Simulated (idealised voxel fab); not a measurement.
process module | voxel released beams
cross-section cut | 145 nm wide | cells 5 nm
A cross-section is a grid of square cells, given in bands from the top down. A band is one or more rows of cells.
Each band's line starts with the height of the band's top and of its bottom, in nm. Then come its materials from left to right, each with its width in nm. One material with "throughout" fills the band from edge to edge. "air" is empty space.
Height 0 is the level under which the wafer as received is all one material. The lowest band goes on downwards, as in "0 down".
A width such as "30 to 40" changes by the same amount from each row of cells to the next, from the band's top row to its bottom row.
"no change" after a step means that no cell of the cross-section changed.
closed voids: empty space of 8 cells or more with no open way to the top, each as width x height at its distance from the left edge, in nm
after a step's settings: what the simulator itself notes on the step
overlay nm, on a step with a mask: how far to the right of its planned place the mask lay; to the left if negative
plan
1 op RECEIVE | material Si
2 op CONFORMAL_DEP | material SiN | thk nm 10
3 op DIRECTIONAL_DEP | material SiO2 | thk nm 10
4 op DIRECTIONAL_DEP | material aC | thk nm 10
5 op PATTERN | tone open | mask id ANCHOR | material resist | width nm 30 | thk nm 30 | overlay nm 0
6 op DIRECTIONAL_ETCH | etch materials aC | depth nm 10
7 op STRIP | etch materials resist
8 op DIRECTIONAL_ETCH | etch materials SiO2 | depth nm 10
9 op STRIP | etch materials aC
10 op CONFORMAL_DEP | material TiN | thk nm 10
11 op DIRECTIONAL_DEP | material aC | thk nm 15
12 op PATTERN | tone cover | mask id BEAM | material resist | width nm 90 | thk nm 35 | overlay nm 0
13 op DIRECTIONAL_ETCH | etch materials aC | depth nm 15
14 op STRIP | etch materials resist
15 op DIRECTIONAL_ETCH | etch materials TiN | depth nm 10
16 op STRIP | etch materials aC
17 op STRIP | etch materials SiO2
as received, after step 1
  0 down: Si throughout
  closed voids: none
a wafer at the end: this start, this plan, one mistake
  35 to 25: air 25 | TiN 15 | air 10 | TiN 65 | air 30
  25 to 15: air 30 | TiN 30 | air 85
  15 to 0: SiN throughout
  0 down: Si throughout
  closed voids: none
what went wrong: step 2 ran as: op CONFORMAL_DEP | material SiN | thk nm 15
